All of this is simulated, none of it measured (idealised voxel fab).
Documented hereafter: the process module known as voxel self aligned contacts.
We display cut, a cross-section 235 nm in width whose square cells are each 5 nm.
Format of a cross-section: grid, square cells. Given as bands. Order: top down. Band: one or more rows of cells. The band entry comprises the height of the band's top followed by the height of its bottom, expressed in nm, and subsequently the band's materials from left to right, each stated together with its width in nm. Where a single material is marked with the word "edge to edge", that material fills the band from edge to edge. The word "empty" represents empty space. Counting heights begins at 0, where everything beneath is, in the wafer as received, one material. The lowest band has no bottom; it goes on downwards, as "top 0, no bottom" shows. You'd read "30->40" like this: the band's top row of cells is as wide as the first number, its bottom row is as wide as the second, and going down, every row changes width by the same amount as the row before did. When a step is marked "same as before", none of the cells in the cross-section changed during that step. "Enclosed internal cavities": empty spaces of 8 cells or more with no open way to the top, each given as width x height at distance, distance from the left edge, all in nm. Text after the settings on a step's line: the simulator's own remark on that step. On any step carrying a mask, the "overlay nm" setting, if present on the step's line, tells how far right of its planned place the mask lay; negative values point to the left. From here on the document is pairs. In a pair, the cross-section before one process step comes with the cross-section after it, and the latter goes no deeper than the lowest band that changed. What lies in between, the step and its settings, is written under the pair. A pair may be from a different run of this module on the same starting wafer than the pair above it, so it continues from that pair only where its entry headed "Before-step section" says so.
-- Before-step section
	top 60, bottom 30 | SiO2 20 nm | SiN 10 nm | polySi 30 nm | SiN 10 nm | empty 20 nm | SiN 10 nm | polySi 30 nm | SiN 10 nm | empty 20 nm | SiN 10 nm | polySi 30 nm | SiN 10 nm | SiO2 25 nm
	top 30, bottom 0 | polySi edge to edge
	top 0, bottom -5 | SiO2 edge to edge
	top -5, no bottom | Si edge to edge
	Enclosed internal cavities: none
-- As Processed
	top 65, bottom 60 | TiN 75 nm | empty 10 nm | TiN 60 nm | empty 10 nm | TiN 80 nm
	top 60, bottom 35 | SiO2 20 nm | SiN 10 nm | polySi 30 nm | SiN 10 nm | TiN 5 nm | empty 10 nm | TiN 5 nm | SiN 10 nm | polySi 30 nm | SiN 10 nm | TiN 5 nm | empty 10 nm | TiN 5 nm | SiN 10 nm | polySi 30 nm | SiN 10 nm | SiO2 25 nm
	top 35, bottom 30 | SiO2 20 nm | SiN 10 nm | polySi 30 nm | SiN 10 nm | TiN 20 nm | SiN 10 nm | polySi 30 nm | SiN 10 nm | TiN 20 nm | SiN 10 nm | polySi 30 nm | SiN 10 nm | SiO2 25 nm
	Anything lower than 30 is untouched.
	Enclosed internal cavities: none
Step sandwiched between the two cross-sections above: CONFORMAL_DEP, material TiN, thk nm 5
Before-step section: refer to the pair immediately above; the cross-section shown after its step is the state before this one.
-- As Processed
	top 70, bottom 65 | W edge to edge
	top 65, bottom 60 | TiN 75 nm | W 10 nm | TiN 60 nm | W 10 nm | TiN 80 nm
	top 60, bottom 35 | SiO2 20 nm | SiN 10 nm | polySi 30 nm | SiN 10 nm | TiN 5 nm | W 10 nm | TiN 5 nm | SiN 10 nm | polySi 30 nm | SiN 10 nm | TiN 5 nm | W 10 nm | TiN 5 nm | SiN 10 nm | polySi 30 nm | SiN 10 nm | SiO2 25 nm
	Anything lower than 35 is untouched.
	Enclosed internal cavities: none
Step sandwiched between the two cross-sections above: FILL_DEP, material W, thk nm 5
Before-step section: refer to the pair immediately above; the cross-section shown after its step is the state before this one.
-- As Processed
	top 60, bottom 35 | SiO2 20 nm | SiN 10 nm | polySi 30 nm | SiN 10 nm | TiN 5 nm | W 10 nm | TiN 5 nm | SiN 10 nm | polySi 30 nm | SiN 10 nm | TiN 5 nm | W 10 nm | TiN 5 nm | SiN 10 nm | polySi 30 nm | SiN 10 nm | SiO2 25 nm
	Anything lower than 35 is untouched.
	Enclosed internal cavities: none
Step sandwiched between the two cross-sections above: CMP, height nm 60
Before-step section: refer to the pair immediately above; the cross-section shown after its step is the state before this one.
-- As Processed
	top 65, bottom 60 | SiCN edge to edge
	Anything lower than 60 is untouched.
	Enclosed internal cavities: none
Step sandwiched between the two cross-sections above: CONFORMAL_DEP, material SiCN, thk nm 5
-- Before-step section
	top 30, bottom 0 | polySi edge to edge
	top 0, no bottom | Si edge to edge
	Enclosed internal cavities: none
-- As Processed
	top 30, bottom 25 | SiO2 edge to edge
	Anything lower than 25 is untouched.
	Enclosed internal cavities: none
Step sandwiched between the two cross-sections above: OXIDIZE, depth nm 5
Before-step section: refer to the pair immediately above; the cross-section shown after its step is the state before this one.
-- As Processed
	top 50, bottom 30 | SiN edge to edge
	Anything lower than 30 is untouched.
	Enclosed internal cavities: none
Step sandwiched between the two cross-sections above: DIRECTIONAL_DEP, material SiN, thk nm 20
Before-step section: refer to the pair immediately above; the cross-section shown after its step is the state before this one.
-- As Processed
	top 65, bottom 50 | empty 30 nm | resist 30 nm | empty 40 nm | resist 30 nm | empty 40 nm | resist 30 nm | empty 35 nm
	Anything lower than 50 is untouched.
	Enclosed internal cavities: none
Step sandwiched between the two cross-sections above: PATTERN, tone cover, mask id GATE, material resist, width nm 30, pitch nm 70, thk nm 15, overlay nm 0
Before-step section: refer to the pair immediately above; the cross-section shown after its step is the state before this one.
-- As Processed
	top 65, bottom 50 | empty 30 nm | resist 30 nm | empty 40 nm | resist 30 nm | empty 40 nm | resist 30 nm | empty 35 nm
	top 50, bottom 30 | empty 30 nm | SiN 30 nm | empty 40 nm | SiN 30 nm | empty 40 nm | SiN 30 nm | empty 35 nm
	Anything lower than 30 is untouched.
	Enclosed internal cavities: none
Step sandwiched between the two cross-sections above: DIRECTIONAL_ETCH, etch materials SiN, depth nm 20
Before-step section: refer to the pair immediately above; the cross-section shown after its step is the state before this one.
-- As Processed
	top 50, bottom 30 | empty 30 nm | SiN 30 nm | empty 40 nm | SiN 30 nm | empty 40 nm | SiN 30 nm | empty 35 nm
	Anything lower than 30 is untouched.
	Enclosed internal cavities: none
Step sandwiched between the two cross-sections above: STRIP, etch materials resist
Before-step section: refer to the pair immediately above; the cross-section shown after its step is the state before this one.
-- As Processed
	top 60, bottom 40 | empty 20 nm | SiN 50 nm | empty 20 nm | SiN 50 nm | empty 20 nm | SiN 50 nm | empty 25 nm
	top 40, bottom 30 | SiN edge to edge
	Anything lower than 30 is untouched.
	Enclosed internal cavities: none
Step sandwiched between the two cross-sections above: CONFORMAL_DEP, material SiN, thk nm 10
Before-step section: refer to the pair immediately above; the cross-section shown after its step is the state before this one.
-- As Processed
	top 50, bottom 30 | empty 20 nm | SiN 50 nm | empty 20 nm | SiN 50 nm | empty 20 nm | SiN 50 nm | empty 25 nm
	Anything lower than 30 is untouched.
	Enclosed internal cavities: none
Step sandwiched between the two cross-sections above: DIRECTIONAL_ETCH, etch materials SiN, depth nm 10
Before-step section: refer to the pair immediately above; the cross-section shown after its step is the state before this one.
-- As Processed
	top 70, bottom 50 | SiO2 edge to edge
	top 50, bottom 30 | SiO2 20 nm | SiN 50 nm | SiO2 20 nm | SiN 50 nm | SiO2 20 nm | SiN 50 nm | SiO2 25 nm
	Anything lower than 30 is untouched.
	Enclosed internal cavities: none
Step sandwiched between the two cross-sections above: FILL_DEP, material SiO2, thk nm 20
Before-step section: refer to the pair immediately above; the cross-section shown after its step is the state before this one.
-- As Processed
	top 60, bottom 50 | SiO2 edge to edge
	Anything lower than 50 is untouched.
	Enclosed internal cavities: none
Step sandwiched between the two cross-sections above: CMP, height nm 60
Before-step section: refer to the pair immediately above; the cross-section shown after its step is the state before this one.
-- As Processed
	top 75, bottom 60 | aC edge to edge
	Anything lower than 60 is untouched.
	Enclosed internal cavities: none
Step sandwiched between the two cross-sections above: DIRECTIONAL_DEP, material aC, thk nm 15
Before-step section: refer to the pair immediately above; the cross-section shown after its step is the state before this one.
-- As Processed
	top 105, bottom 75 | resist 55 nm | empty 50 nm | resist 20 nm | empty 50 nm | resist 60 nm
	Anything lower than 75 is untouched.
	Enclosed internal cavities: none
Step sandwiched between the two cross-sections above: PATTERN, tone open, mask id CONTACT, material resist, width nm 50, pitch nm 70, thk nm 30, overlay nm 0
Before-step section: refer to the pair immediately above; the cross-section shown after its step is the state before this one.
-- As Processed
	top 90, bottom 75 | resist 55 nm | empty 50 nm | resist 20 nm | empty 50 nm | resist 60 nm
	top 75, bottom 60 | aC 55 nm | empty 50 nm | aC 20 nm | empty 50 nm | aC 60 nm
	Anything lower than 60 is untouched.
	Enclosed internal cavities: none
Step sandwiched between the two cross-sections above: DIRECTIONAL_ETCH, etch materials aC, depth nm 15
Before-step section: refer to the pair immediately above; the cross-section shown after its step is the state before this one.
-- As Processed
	top 75, bottom 60 | aC 55 nm | empty 50 nm | aC 20 nm | empty 50 nm | aC 60 nm
	Anything lower than 60 is untouched.
	Enclosed internal cavities: none
Step sandwiched between the two cross-sections above: STRIP, etch materials resist
Before-step section: refer to the pair immediately above; the cross-section shown after its step is the state before this one.
-- As Processed
	top 75, bottom 60 | aC 55 nm | empty 50 nm | aC 20 nm | empty 50 nm | aC 60 nm
	top 60, bottom 50 | SiO2 55 nm | empty 50 nm | SiO2 20 nm | empty 50 nm | SiO2 60 nm
	top 50, bottom 30 | SiO2 20 nm | SiN 50 nm | empty 20 nm | SiN 50 nm | empty 20 nm | SiN 50 nm | SiO2 25 nm
	top 30, bottom 25 | SiO2 70 nm | empty 20 nm | SiO2 50 nm | empty 20 nm | SiO2 75 nm
	Anything lower than 25 is untouched.
	Enclosed internal cavities: none
Step sandwiched between the two cross-sections above: DIRECTIONAL_ETCH, etch materials SiO2, depth nm 65
Before-step section: refer to the pair immediately above; the cross-section shown after its step is the state before this one.
-- As Processed
	top 60, bottom 50 | SiO2 55 nm | empty 50 nm | SiO2 20 nm | empty 50 nm | SiO2 60 nm
	Anything lower than 50 is untouched.
	Enclosed internal cavities: none
Step sandwiched between the two cross-sections above: STRIP, etch materials aC
Before-step section: refer to the pair immediately above; the cross-section shown after its step is the state before this one.
-- As Processed
	top 65, bottom 60 | TiN 60 nm | empty 40 nm | TiN 30 nm | empty 40 nm | TiN 65 nm
	top 60, bottom 50 | SiO2 55 nm | TiN 5->20 nm | empty 40->10 nm | TiN 5->20 nm | SiO2 20 nm | TiN 5->20 nm | empty 40->10 nm | TiN 5->20 nm | SiO2 60 nm
	top 50, bottom 30 | SiO2 20 nm | SiN 50 nm | TiN 5 nm | empty 10 nm | TiN 5 nm | SiN 50 nm | TiN 5 nm | empty 10 nm | TiN 5 nm | SiN 50 nm | SiO2 25 nm
	top 30, bottom 25 | SiO2 70 nm | TiN 20 nm | SiO2 50 nm | TiN 20 nm | SiO2 75 nm
	Anything lower than 25 is untouched.
	Enclosed internal cavities: none
Step sandwiched between the two cross-sections above: CONFORMAL_DEP, material TiN, thk nm 5
Before-step section: refer to the pair immediately above; the cross-section shown after its step is the state before this one.
-- As Processed
	top 70, bottom 65 | W edge to edge
	top 65, bottom 60 | TiN 60 nm | W 40 nm | TiN 30 nm | W 40 nm | TiN 65 nm
	top 60, bottom 50 | SiO2 55 nm | TiN 5->20 nm | W 40->10 nm | TiN 5->20 nm | SiO2 20 nm | TiN 5->20 nm | W 40->10 nm | TiN 5->20 nm | SiO2 60 nm
	top 50, bottom 30 | SiO2 20 nm | SiN 50 nm | TiN 5 nm | W 10 nm | TiN 5 nm | SiN 50 nm | TiN 5 nm | W 10 nm | TiN 5 nm | SiN 50 nm | SiO2 25 nm
	Anything lower than 30 is untouched.
	Enclosed internal cavities: none
Step sandwiched between the two cross-sections above: FILL_DEP, material W, thk nm 5
Before-step section: refer to the pair immediately above; the cross-section shown after its step is the state before this one.
-- As Processed
	top 60, bottom 50 | SiO2 55 nm | TiN 5->20 nm | W 40->10 nm | TiN 5->20 nm | SiO2 20 nm | TiN 5->20 nm | W 40->10 nm | TiN 5->20 nm | SiO2 60 nm
	Anything lower than 50 is untouched.
	Enclosed internal cavities: none
Step sandwiched between the two cross-sections above: CMP, height nm 60
Before-step section: refer to the pair immediately above; the cross-section shown after its step is the state before this one.
-- As Processed
	top 65, bottom 60 | SiCN edge to edge
	Anything lower than 60 is untouched.
	Enclosed internal cavities: none
Step sandwiched between the two cross-sections above: CONFORMAL_DEP, material SiCN, thk nm 5
-- Before-step section
	top 0, bottom -5 | SiO2 edge to edge
	top -5, no bottom | Si edge to edge
	Enclosed internal cavities: none
-- As Processed
	top 35, bottom 0 | polySi edge to edge
	Anything lower than 0 is untouched.
	Enclosed internal cavities: none
Step sandwiched between the two cross-sections above: DIRECTIONAL_DEP, material polySi, thk nm 35
Before-step section: refer to the pair immediately above; the cross-section shown after its step is the state before this one.
-- As Processed
	top 55, bottom 35 | SiN edge to edge
	Anything lower than 35 is untouched.
	Enclosed internal cavities: none
Step sandwiched between the two cross-sections above: DIRECTIONAL_DEP, material SiN, thk nm 20
Before-step section: refer to the pair immediately above; the cross-section shown after its step is the state before this one.
-- As Processed
	top 70, bottom 55 | empty 30 nm | resist 30 nm | empty 40 nm | resist 30 nm | empty 40 nm | resist 30 nm | empty 35 nm
	Anything lower than 55 is untouched.
	Enclosed internal cavities: none
Step sandwiched between the two cross-sections above: PATTERN, tone cover, mask id GATE, material resist, width nm 30, pitch nm 70, thk nm 15, overlay nm 0
Before-step section: refer to the pair immediately above; the cross-section shown after its step is the state before this one.
-- As Processed
	top 70, bottom 55 | empty 30 nm | resist 30 nm | empty 40 nm | resist 30 nm | empty 40 nm | resist 30 nm | empty 35 nm
	top 55, bottom 35 | empty 30 nm | SiN 30 nm | empty 40 nm | SiN 30 nm | empty 40 nm | SiN 30 nm | empty 35 nm
	Anything lower than 35 is untouched.
	Enclosed internal cavities: none
Step sandwiched between the two cross-sections above: DIRECTIONAL_ETCH, etch materials SiN, depth nm 20
Before-step section: refer to the pair immediately above; the cross-section shown after its step is the state before this one.
-- As Processed
	top 70, bottom 55 | empty 30 nm | resist 30 nm | empty 40 nm | resist 30 nm | empty 40 nm | resist 30 nm | empty 35 nm
	top 55, bottom 35 | empty 30 nm | SiN 30 nm | empty 40 nm | SiN 30 nm | empty 40 nm | SiN 30 nm | empty 35 nm
	top 35, bottom 5 | empty 30 nm | polySi 30 nm | empty 40 nm | polySi 30 nm | empty 40 nm | polySi 30 nm | empty 35 nm
	Anything lower than 5 is untouched.
	Enclosed internal cavities: none
Step sandwiched between the two cross-sections above: DIRECTIONAL_ETCH, etch materials polySi, depth nm 30
Before-step section: refer to the pair immediately above; the cross-section shown after its step is the state before this one.
-- As Processed
	top 55, bottom 35 | empty 30 nm | SiN 30 nm | empty 40 nm | SiN 30 nm | empty 40 nm | SiN 30 nm | empty 35 nm
	Anything lower than 35 is untouched.
	Enclosed internal cavities: none
Step sandwiched between the two cross-sections above: STRIP, etch materials resist
Before-step section: refer to the pair immediately above; the cross-section shown after its step is the state before this one.
-- As Processed
	top 65, bottom 35 | empty 20 nm | SiN 50 nm | empty 20 nm | SiN 50 nm | empty 20 nm | SiN 50 nm | empty 25 nm
	top 35, bottom 15 | empty 20 nm | SiN 10 nm | polySi 30 nm | SiN 10 nm | empty 20 nm | SiN 10 nm | polySi 30 nm | SiN 10 nm | empty 20 nm | SiN 10 nm | polySi 30 nm | SiN 10 nm | empty 25 nm
	top 15, bottom 5 | SiN 30 nm | polySi 30 nm | SiN 40 nm | polySi 30 nm | SiN 40 nm | polySi 30 nm | SiN 35 nm
	Anything lower than 5 is untouched.
	Enclosed internal cavities: none
Step sandwiched between the two cross-sections above: CONFORMAL_DEP, material SiN, thk nm 10
Before-step section: refer to the pair immediately above; the cross-section shown after its step is the state before this one.
-- As Processed
	top 55, bottom 35 | empty 20 nm | SiN 50 nm | empty 20 nm | SiN 50 nm | empty 20 nm | SiN 50 nm | empty 25 nm
	top 35, bottom 5 | empty 20 nm | SiN 10 nm | polySi 30 nm | SiN 10 nm | empty 20 nm | SiN 10 nm | polySi 30 nm | SiN 10 nm | empty 20 nm | SiN 10 nm | polySi 30 nm | SiN 10 nm | empty 25 nm
	Anything lower than 5 is untouched.
	Enclosed internal cavities: none
Step sandwiched between the two cross-sections above: DIRECTIONAL_ETCH, etch materials SiN, depth nm 10
Before-step section: refer to the pair immediately above; the cross-section shown after its step is the state before this one.
-- As Processed
	top 75, bottom 55 | SiO2 edge to edge
	top 55, bottom 35 | SiO2 20 nm | SiN 50 nm | SiO2 20 nm | SiN 50 nm | SiO2 20 nm | SiN 50 nm | SiO2 25 nm
	top 35, bottom 5 | SiO2 20 nm | SiN 10 nm | polySi 30 nm | SiN 10 nm | SiO2 20 nm | SiN 10 nm | polySi 30 nm | SiN 10 nm | SiO2 20 nm | SiN 10 nm | polySi 30 nm | SiN 10 nm | SiO2 25 nm
	Anything lower than 5 is untouched.
	Enclosed internal cavities: none
Step sandwiched between the two cross-sections above: FILL_DEP, material SiO2, thk nm 20
Before-step section: refer to the pair immediately above; the cross-section shown after its step is the state before this one.
-- As Processed
	top 60, bottom 55 | SiO2 edge to edge
	Anything lower than 55 is untouched.
	Enclosed internal cavities: none
Step sandwiched between the two cross-sections above: CMP, height nm 60
Before-step section: refer to the pair immediately above; the cross-section shown after its step is the state before this one.
-- As Processed
	top 75, bottom 60 | aC edge to edge
	Anything lower than 60 is untouched.
	Enclosed internal cavities: none
Step sandwiched between the two cross-sections above: DIRECTIONAL_DEP, material aC, thk nm 15
Before-step section: refer to the pair immediately above; the cross-section shown after its step is the state before this one.
-- As Processed
	top 105, bottom 75 | resist 55 nm | empty 50 nm | resist 20 nm | empty 50 nm | resist 60 nm
	Anything lower than 75 is untouched.
	Enclosed internal cavities: none
Step sandwiched between the two cross-sections above: PATTERN, tone open, mask id CONTACT, material resist, width nm 50, pitch nm 70, thk nm 30, overlay nm 0
Before-step section: refer to the pair immediately above; the cross-section shown after its step is the state before this one.
-- As Processed
	top 90, bottom 75 | resist 55 nm | empty 50 nm | resist 20 nm | empty 50 nm | resist 60 nm
	top 75, bottom 60 | aC 55 nm | empty 50 nm | aC 20 nm | empty 50 nm | aC 60 nm
	Anything lower than 60 is untouched.
	Enclosed internal cavities: none
Step sandwiched between the two cross-sections above: DIRECTIONAL_ETCH, etch materials aC, depth nm 15
Before-step section: refer to the pair immediately above; the cross-section shown after its step is the state before this one.
-- As Processed
	top 75, bottom 60 | aC 55 nm | empty 50 nm | aC 20 nm | empty 50 nm | aC 60 nm
	Anything lower than 60 is untouched.
	Enclosed internal cavities: none
Step sandwiched between the two cross-sections above: STRIP, etch materials resist
Before-step section: refer to the pair immediately above; the cross-section shown after its step is the state before this one.
-- As Processed
	top 75, bottom 60 | aC 55 nm | empty 50 nm | aC 20 nm | empty 50 nm | aC 60 nm
	top 60, bottom 55 | SiO2 55 nm | empty 50 nm | SiO2 20 nm | empty 50 nm | SiO2 60 nm
	top 55, bottom 35 | SiO2 20 nm | SiN 50 nm | empty 20 nm | SiN 50 nm | empty 20 nm | SiN 50 nm | SiO2 25 nm
	top 35, bottom 5 | SiO2 20 nm | SiN 10 nm | polySi 30 nm | SiN 10 nm | empty 20 nm | SiN 10 nm | polySi 30 nm | SiN 10 nm | empty 20 nm | SiN 10 nm | polySi 30 nm | SiN 10 nm | SiO2 25 nm
	Anything lower than 5 is untouched.
	Enclosed internal cavities: none
Step sandwiched between the two cross-sections above: DIRECTIONAL_ETCH, etch materials SiO2, depth nm 65
Before-step section: refer to the pair immediately above; the cross-section shown after its step is the state before this one.
-- As Processed
	top 60, bottom 55 | SiO2 55 nm | empty 50 nm | SiO2 20 nm | empty 50 nm | SiO2 60 nm
	Anything lower than 55 is untouched.
	Enclosed internal cavities: none
Step sandwiched between the two cross-sections above: STRIP, etch materials aC
Before-step section: refer to the pair immediately above; the cross-section shown after its step is the state before this one.
-- As Processed
	top 65, bottom 60 | TiN 60 nm | empty 40 nm | TiN 30 nm | empty 40 nm | TiN 65 nm
	top 60, bottom 55 | SiO2 55 nm | TiN 20 nm | empty 10 nm | TiN 20 nm | SiO2 20 nm | TiN 20 nm | empty 10 nm | TiN 20 nm | SiO2 60 nm
	top 55, bottom 35 | SiO2 20 nm | SiN 50 nm | TiN 5 nm | empty 10 nm | TiN 5 nm | SiN 50 nm | TiN 5 nm | empty 10 nm | TiN 5 nm | SiN 50 nm | SiO2 25 nm
	top 35, bottom 10 | SiO2 20 nm | SiN 10 nm | polySi 30 nm | SiN 10 nm | TiN 5 nm | empty 10 nm | TiN 5 nm | SiN 10 nm | polySi 30 nm | SiN 10 nm | TiN 5 nm | empty 10 nm | TiN 5 nm | SiN 10 nm | polySi 30 nm | SiN 10 nm | SiO2 25 nm
	top 10, bottom 5 | SiO2 20 nm | SiN 10 nm | polySi 30 nm | SiN 10 nm | TiN 20 nm | SiN 10 nm | polySi 30 nm | SiN 10 nm | TiN 20 nm | SiN 10 nm | polySi 30 nm | SiN 10 nm | SiO2 25 nm
	Anything lower than 5 is untouched.
	Enclosed internal cavities: none
Step sandwiched between the two cross-sections above: CONFORMAL_DEP, material TiN, thk nm 5
Before-step section: refer to the pair immediately above; the cross-section shown after its step is the state before this one.
-- As Processed
	top 70, bottom 65 | W edge to edge
	top 65, bottom 60 | TiN 60 nm | W 40 nm | TiN 30 nm | W 40 nm | TiN 65 nm
	top 60, bottom 55 | SiO2 55 nm | TiN 20 nm | W 10 nm | TiN 20 nm | SiO2 20 nm | TiN 20 nm | W 10 nm | TiN 20 nm | SiO2 60 nm
	top 55, bottom 35 | SiO2 20 nm | SiN 50 nm | TiN 5 nm | W 10 nm | TiN 5 nm | SiN 50 nm | TiN 5 nm | W 10 nm | TiN 5 nm | SiN 50 nm | SiO2 25 nm
	top 35, bottom 10 | SiO2 20 nm | SiN 10 nm | polySi 30 nm | SiN 10 nm | TiN 5 nm | W 10 nm | TiN 5 nm | SiN 10 nm | polySi 30 nm | SiN 10 nm | TiN 5 nm | W 10 nm | TiN 5 nm | SiN 10 nm | polySi 30 nm | SiN 10 nm | SiO2 25 nm
	Anything lower than 10 is untouched.
	Enclosed internal cavities: none
Step sandwiched between the two cross-sections above: FILL_DEP, material W, thk nm 5
Before-step section: refer to the pair immediately above; the cross-section shown after its step is the state before this one.
-- As Processed
	top 60, bottom 55 | SiO2 55 nm | TiN 20 nm | W 10 nm | TiN 20 nm | SiO2 20 nm | TiN 20 nm | W 10 nm | TiN 20 nm | SiO2 60 nm
	Anything lower than 55 is untouched.
	Enclosed internal cavities: none
Step sandwiched between the two cross-sections above: CMP, height nm 60
Before-step section: refer to the pair immediately above; the cross-section shown after its step is the state before this one.
-- As Processed
	top 65, bottom 60 | SiCN edge to edge
	Anything lower than 60 is untouched.
	Enclosed internal cavities: none
Step sandwiched between the two cross-sections above: CONFORMAL_DEP, material SiCN, thk nm 5
-- Before-step section
	top 50, bottom 30 | SiN edge to edge
	top 30, bottom 0 | polySi edge to edge
	top 0, bottom -5 | SiO2 edge to edge
	top -5, no bottom | Si edge to edge
	Enclosed internal cavities: none
-- As Processed
	top 65, bottom 50 | empty 25 nm | resist 40 nm | empty 30 nm | resist 40 nm | empty 30 nm | resist 40 nm | empty 30 nm
	Anything lower than 50 is untouched.
	Enclosed internal cavities: none
Step sandwiched between the two cross-sections above: PATTERN, tone cover, mask id GATE, material resist, width nm 40, pitch nm 70, thk nm 15, overlay nm 0
Before-step section: refer to the pair immediately above; the cross-section shown after its step is the state before this one.
-- As Processed
	top 65, bottom 50 | empty 25 nm | resist 40 nm | empty 30 nm | resist 40 nm | empty 30 nm | resist 40 nm | empty 30 nm
	top 50, bottom 30 | empty 25 nm | SiN 40 nm | empty 30 nm | SiN 40 nm | empty 30 nm | SiN 40 nm | empty 30 nm
	Anything lower than 30 is untouched.
	Enclosed internal cavities: none
Step sandwiched between the two cross-sections above: DIRECTIONAL_ETCH, etch materials SiN, depth nm 20
Before-step section: refer to the pair immediately above; the cross-section shown after its step is the state before this one.
-- As Processed
	top 65, bottom 50 | empty 25 nm | resist 40 nm | empty 30 nm | resist 40 nm | empty 30 nm | resist 40 nm | empty 30 nm
	top 50, bottom 30 | empty 25 nm | SiN 40 nm | empty 30 nm | SiN 40 nm | empty 30 nm | SiN 40 nm | empty 30 nm
	top 30, bottom 0 | empty 25 nm | polySi 40 nm | empty 30 nm | polySi 40 nm | empty 30 nm | polySi 40 nm | empty 30 nm
	Anything lower than 0 is untouched.
	Enclosed internal cavities: none
Step sandwiched between the two cross-sections above: DIRECTIONAL_ETCH, etch materials polySi, depth nm 30
Before-step section: refer to the pair immediately above; the cross-section shown after its step is the state before this one.
-- As Processed
	top 50, bottom 30 | empty 25 nm | SiN 40 nm | empty 30 nm | SiN 40 nm | empty 30 nm | SiN 40 nm | empty 30 nm
	Anything lower than 30 is untouched.
	Enclosed internal cavities: none
Step sandwiched between the two cross-sections above: STRIP, etch materials resist
Before-step section: refer to the pair immediately above; the cross-section shown after its step is the state before this one.
-- As Processed
	top 60, bottom 30 | empty 15 nm | SiN 60 nm | empty 10 nm | SiN 60 nm | empty 10 nm | SiN 60 nm | empty 20 nm
	top 30, bottom 10 | empty 15 nm | SiN 10 nm | polySi 40 nm | SiN 10 nm | empty 10 nm | SiN 10 nm | polySi 40 nm | SiN 10 nm | empty 10 nm | SiN 10 nm | polySi 40 nm | SiN 10 nm | empty 20 nm
	top 10, bottom 0 | SiN 25 nm | polySi 40 nm | SiN 30 nm | polySi 40 nm | SiN 30 nm | polySi 40 nm | SiN 30 nm
	Anything lower than 0 is untouched.
	Enclosed internal cavities: none
Step sandwiched between the two cross-sections above: CONFORMAL_DEP, material SiN, thk nm 10
Before-step section: refer to the pair immediately above; the cross-section shown after its step is the state before this one.
-- As Processed
	top 50, bottom 30 | empty 15 nm | SiN 60 nm | empty 10 nm | SiN 60 nm | empty 10 nm | SiN 60 nm | empty 20 nm
	top 30, bottom 0 | empty 15 nm | SiN 10 nm | polySi 40 nm | SiN 10 nm | empty 10 nm | SiN 10 nm | polySi 40 nm | SiN 10 nm | empty 10 nm | SiN 10 nm | polySi 40 nm | SiN 10 nm | empty 20 nm
	Anything lower than 0 is untouched.
	Enclosed internal cavities: none
Step sandwiched between the two cross-sections above: DIRECTIONAL_ETCH, etch materials SiN, depth nm 10
Before-step section: refer to the pair immediately above; the cross-section shown after its step is the state before this one.
-- As Processed
	top 70, bottom 50 | SiO2 edge to edge
	top 50, bottom 30 | SiO2 15 nm | SiN 60 nm | SiO2 10 nm | SiN 60 nm | SiO2 10 nm | SiN 60 nm | SiO2 20 nm
	top 30, bottom 0 | SiO2 15 nm | SiN 10 nm | polySi 40 nm | SiN 10 nm | SiO2 10 nm | SiN 10 nm | polySi 40 nm | SiN 10 nm | SiO2 10 nm | SiN 10 nm | polySi 40 nm | SiN 10 nm | SiO2 20 nm
	Anything lower than 0 is untouched.
	Enclosed internal cavities: none
Step sandwiched between the two cross-sections above: FILL_DEP, material SiO2, thk nm 20
Before-step section: refer to the pair immediately above; the cross-section shown after its step is the state before this one.
-- As Processed
	top 60, bottom 50 | SiO2 edge to edge
	Anything lower than 50 is untouched.
	Enclosed internal cavities: none
Step sandwiched between the two cross-sections above: CMP, height nm 60
Before-step section: refer to the pair immediately above; the cross-section shown after its step is the state before this one.
-- As Processed
	top 75, bottom 60 | aC edge to edge
	Anything lower than 60 is untouched.
	Enclosed internal cavities: none
Step sandwiched between the two cross-sections above: DIRECTIONAL_DEP, material aC, thk nm 15
Before-step section: refer to the pair immediately above; the cross-section shown after its step is the state before this one.
-- As Processed
	top 105, bottom 75 | resist 55 nm | empty 50 nm | resist 20 nm | empty 50 nm | resist 60 nm
	Anything lower than 75 is untouched.
	Enclosed internal cavities: none
Step sandwiched between the two cross-sections above: PATTERN, tone open, mask id CONTACT, material resist, width nm 50, pitch nm 70, thk nm 30, overlay nm 0
Before-step section: refer to the pair immediately above; the cross-section shown after its step is the state before this one.
-- As Processed
	top 90, bottom 75 | resist 55 nm | empty 50 nm | resist 20 nm | empty 50 nm | resist 60 nm
	top 75, bottom 60 | aC 55 nm | empty 50 nm | aC 20 nm | empty 50 nm | aC 60 nm
	Anything lower than 60 is untouched.
	Enclosed internal cavities: none
Step sandwiched between the two cross-sections above: DIRECTIONAL_ETCH, etch materials aC, depth nm 15
Before-step section: refer to the pair immediately above; the cross-section shown after its step is the state before this one.
-- As Processed
	top 75, bottom 60 | aC 55 nm | empty 50 nm | aC 20 nm | empty 50 nm | aC 60 nm
	Anything lower than 60 is untouched.
	Enclosed internal cavities: none
Step sandwiched between the two cross-sections above: STRIP, etch materials resist
Before-step section: refer to the pair immediately above; the cross-section shown after its step is the state before this one.
-- As Processed
	top 75, bottom 60 | aC 55 nm | empty 50 nm | aC 20 nm | empty 50 nm | aC 60 nm
	top 60, bottom 50 | SiO2 55 nm | empty 50 nm | SiO2 20 nm | empty 50 nm | SiO2 60 nm
	top 50, bottom 30 | SiO2 15 nm | SiN 60 nm | empty 10 nm | SiN 60 nm | empty 10 nm | SiN 60 nm | SiO2 20 nm
	top 30, bottom 0 | SiO2 15 nm | SiN 10 nm | polySi 40 nm | SiN 10 nm | empty 10 nm | SiN 10 nm | polySi 40 nm | SiN 10 nm | empty 10 nm | SiN 10 nm | polySi 40 nm | SiN 10 nm | SiO2 20 nm
	top 0, bottom -5 | SiO2 75 nm | empty 10 nm | SiO2 60 nm | empty 10 nm | SiO2 80 nm
	Anything lower than -5 is untouched.
	Enclosed internal cavities: none
Step sandwiched between the two cross-sections above: DIRECTIONAL_ETCH, etch materials SiO2, depth nm 65
Before-step section: refer to the pair immediately above; the cross-section shown after its step is the state before this one.
-- As Processed
	top 60, bottom 50 | SiO2 55 nm | empty 50 nm | SiO2 20 nm | empty 50 nm | SiO2 60 nm
	Anything lower than 50 is untouched.
	Enclosed internal cavities: none
Step sandwiched between the two cross-sections above: STRIP, etch materials aC
